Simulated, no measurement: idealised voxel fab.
Process module, titled voxel wiring stack
Each square cell in cross-section cut measures 5 nm, and the section as a whole is 220 nm wide.
If you're reading a cross-section in this doc, picture square cells in a grid; it comes to you as bands, top ones listed first down to the bottom, and a band can be one or more rows of cells.
Each band's line starts with the height of the band's top and of its bottom, in nm. Then come its materials from left to right, each with its width in nm. One material with "throughout" fills the band from edge to edge. "blank" is empty space.
Height 0 is the level under which the wafer as received is all one material. The lowest band goes on downwards, as in "from 0 down".
Graded width ("30 to 40"): value in top row of band = first number; value in bottom row = second number; row-to-row change constant.
Key: "left unchanged" - step with no changed cell in the cross-section.
Listed in "Closed void listing": every empty space of 8 or more cells without an open way to the top. Form: width x height at distance, the distance being from the left edge, all in nm.
Text after the settings on a step's line: the simulator's own remark on that step.
When a step includes a mask, the "overlay nm" setting on its line states how far to the right of its planned place that mask lay, and negative values state how far to the left.

-- These are the steps we planned for the process
1: RECEIVE (material Si)
2: CONFORMAL_DEP (material SiO2; thk nm 15)
3: CONFORMAL_DEP (material SiN; thk nm 5)
4: DIRECTIONAL_DEP (material SiO2; thk nm 25)
5: PATTERN (tone open; mask id METAL_1; material resist; width nm 25; pitch nm 50; thk nm 20; overlay nm 0)
6: DIRECTIONAL_ETCH (etch materials SiO2; depth nm 25)
7: DIRECTIONAL_ETCH (etch materials SiN; depth nm 5)
8: STRIP (etch materials resist)
9: CONFORMAL_DEP (material TiN; thk nm 5)
10: FILL_DEP (material W; thk nm 5)
11: CMP (height nm 45)
12: CONFORMAL_DEP (material SiCN; thk nm 5)
13: DIRECTIONAL_DEP (material SiO2; thk nm 5)
14: PATTERN (tone open; mask id PLUG_1; material resist; width nm 15; pitch nm 50; thk nm 20; overlay nm 0)
15: DIRECTIONAL_ETCH (etch materials SiO2; depth nm 10)
16: DIRECTIONAL_ETCH (etch materials SiCN; depth nm 5)
17: STRIP (etch materials resist)
18: EPI (material Ru; thk nm 10)
19: EPI (material Ru; thk nm 5)
20: DIRECTIONAL_DEP (material TiN; thk nm 5)
21: DIRECTIONAL_DEP (material Ru; thk nm 25)
22: PATTERN (tone cover; mask id METAL_2; material resist; width nm 25; pitch nm 50; thk nm 15; overlay nm 0)
23: DIRECTIONAL_ETCH (etch materials Ru; depth nm 25)
24: DIRECTIONAL_ETCH (etch materials TiN; depth nm 5)
25: STRIP (etch materials resist)
26: FILL_DEP (material SiO2; thk nm 10)
27: CMP (height nm 90)
28: CONFORMAL_DEP (material SiN; thk nm 5)
The plan's step 13 thk nm is the first wafer's value; the wafers differ in this setting and start identical.

-- Cross-sectional view of the first of several wafers in the as-received condition, corresponding to the state following step 1
* from 0 down  Si throughout
* Closed void listing: none

-- Wafer cross-section (first of several) - module end, post step 28 (last step)
* from 95 to 90  SiN throughout
* from 90 to 85  70 of SiO2, then 20 of Ru, then 30 of SiO2, then 20 of Ru, then 80 of SiO2
* from 85 to 65  70 of SiO2, then 25 of Ru, then 25 of SiO2, then 25 of Ru, then 75 of SiO2
* from 65 to 60  70 of SiO2, then 20 of TiN, then 5 of Ru, then 25 of SiO2, then 20 of TiN, then 5 of Ru, then 75 of SiO2
* from 60 to 55  65 of SiO2, then 25 of Ru, then 5 of TiN, then 20 of SiO2, then 25 of Ru, then 5 of TiN, then 75 of SiO2
* from 55 to 50  70 of SiO2, then 15 of Ru, then 35 of SiO2, then 15 of Ru, then 85 of SiO2
* from 50 to 45  70 of SiCN, then 15 of Ru, then 35 of SiCN, then 15 of Ru, then 85 of SiCN
* from 45 to 20  70 of SiO2, then 5 of TiN, then 15 of W, then 5 of TiN, then 25 of SiO2, then 5 of TiN, then 15 of W, then 5 of TiN, then 75 of SiO2
* from 20 to 15  70 of SiN, then 25 of TiN, then 25 of SiN, then 25 of TiN, then 75 of SiN
* from 15 to 0  SiO2 throughout
* from 0 down  Si throughout
* Closed void listing: none

-- Of the several wafers, the last: cross-section at the end of the module
* from 95 to 90  SiN throughout
* from 90 to 80  70 of SiO2, then 25 of Ru, then 25 of SiO2, then 25 of Ru, then 75 of SiO2
* from 80 to 75  70 of SiO2, then 15 of Ru, then 10 of TiN, then 25 of SiO2, then 15 of Ru, then 10 of TiN, then 75 of SiO2
* from 75 to 70  70 of SiO2, then 15 of Ru, then 35 of SiO2, then 15 of Ru, then 85 of SiO2
* from 70 to 65  70 of SiO2, then 15 of TiN, then 35 of SiO2, then 15 of TiN, then 85 of SiO2
* from 65 to 50  SiO2 throughout
* from 50 to 45  SiCN throughout
* from 45 to 20  70 of SiO2, then 5 of TiN, then 15 of W, then 5 of TiN, then 25 of SiO2, then 5 of TiN, then 15 of W, then 5 of TiN, then 75 of SiO2
* from 20 to 15  70 of SiN, then 25 of TiN, then 25 of SiN, then 25 of TiN, then 75 of SiN
* from 15 to 0  SiO2 throughout
* from 0 down  Si throughout
* Closed void listing: none

-- For your reference, the table is organized with a row per wafer; each row reflects the wafer at the end of the module, indicating for each material the cells gained (+) or lost (-) since receipt, and thereafter its closed voids
thk nm 5 | +72 Ru | +38 SiCN | +78 SiN | +578 SiO2 | +40 TiN | +30 W | Closed void listing: none
thk nm 10 | +68 Ru | +38 SiCN | +78 SiN | +582 SiO2 | +40 TiN | +30 W | Closed void listing: none
thk nm 15 | +46 Ru | +44 SiCN | +78 SiN | +598 SiO2 | +40 TiN | +30 W | Closed void listing: none
thk nm 20 | +42 Ru | +44 SiCN | +78 SiN | +602 SiO2 | +40 TiN | +30 W | Closed void listing: none
thk nm 25 | +32 Ru | +44 SiCN | +78 SiN | +612 SiO2 | +40 TiN | +30 W | Closed void listing: none
